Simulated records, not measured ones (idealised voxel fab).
process module | voxel fin reveal
cross-section cut | 290 nm wide | cells 5 nm
A cross-section is a grid of square cells, given in bands from the top down. A band is one or more rows of cells.
Each band's line starts with the height of the band's top and of its bottom, in nm. Then come its materials from left to right, each with its width in nm. One material with "throughout" fills the band from edge to edge. "air" is empty space.
Height 0 is the level under which the wafer as received is all one material. The lowest band goes on downwards, as in "0 down".
A width such as "30 to 40" changes by the same amount from each row of cells to the next, from the band's top row to its bottom row.
"no change" after a step means that no cell of the cross-section changed.
closed voids: empty space of 8 cells or more with no open way to the top, each as width x height at its distance from the left edge, in nm
after a step's settings: what the simulator itself notes on the step
overlay nm, on a step with a mask: how far to the right of its planned place the mask lay; to the left if negative
plan
1 op RECEIVE | material Si
2 op CONFORMAL_DEP | material SiN | thk nm 5
3 op MASKED_ETCH | tone cover | mask id FINS | width nm 15 | pitch nm 45 | etch materials SiN | depth nm 5 | overlay nm 0
4 op MASKED_ETCH | tone cover | mask id FINS | width nm 15 | pitch nm 45 | etch materials Si | depth nm 40 | overlay nm 0
5 op FILL_DEP | material SiO2 | thk nm 10
6 op CMP | height nm 5
7 op SELECTIVE_ETCH | etch materials SiO2 | depth nm 20
8 op STRIP | etch materials SiN
9 op CONFORMAL_DEP | material HfO2 | thk nm 5
as received, after step 1
  0 down: Si throughout
  closed voids: none
first wafer at the end, as planned
  5 to 0: air 65 | HfO2 25 | air 20 | HfO2 25 | air 20 | HfO2 25 | air 20 | HfO2 25 | air 65
  0 to -10: air 65 | HfO2 5 | Si 15 | HfO2 5 | air 20 | HfO2 5 | Si 15 | HfO2 5 | air 20 | HfO2 5 | Si 15 | HfO2 5 | air 20 | HfO2 5 | Si 15 | HfO2 5 | air 65
  -10 to -15: HfO2 70 | Si 15 | HfO2 30 | Si 15 | HfO2 30 | Si 15 | HfO2 30 | Si 15 | HfO2 70
  -15 to -40: SiO2 70 | Si 15 | SiO2 30 | Si 15 | SiO2 30 | Si 15 | SiO2 30 | Si 15 | SiO2 70
  -40 down: Si throughout
  closed voids: none
second wafer at the end: like start, like plan, one mistake
  5 to 0: air 65 | HfO2 25 | air 20 | HfO2 25 | air 20 | HfO2 25 | air 20 | HfO2 25 | air 65
  0 to -10: air 65 | HfO2 5 | Si 15 | HfO2 5 | air 20 | HfO2 5 | Si 15 | HfO2 5 | air 20 | HfO2 5 | Si 15 | HfO2 5 | air 20 | HfO2 5 | Si 15 | HfO2 5 | air 65
  -10 to -15: HfO2 55 | air 10 | HfO2 5 | Si 15 | HfO2 5 | air 20 | HfO2 5 | Si 15 | HfO2 5 | air 20 | HfO2 5 | Si 15 | HfO2 5 | air 20 | HfO2 5 | Si 15 | HfO2 5 | air 10 | HfO2 55
  -15 to -20: SiO2 50 | HfO2 20 | Si 15 | HfO2 30 | Si 15 | HfO2 30 | Si 15 | HfO2 30 | Si 15 | HfO2 20 | SiO2 50
  -20 to -40: SiO2 70 | Si 15 | SiO2 30 | Si 15 | SiO2 30 | Si 15 | SiO2 30 | Si 15 | SiO2 70
  -40 down: Si throughout
  closed voids: none
what went wrong: steps 7 and 8 were swapped
at the end the second wafer has, in cells: 10 more of HfO2 | 26 fewer of SiO2
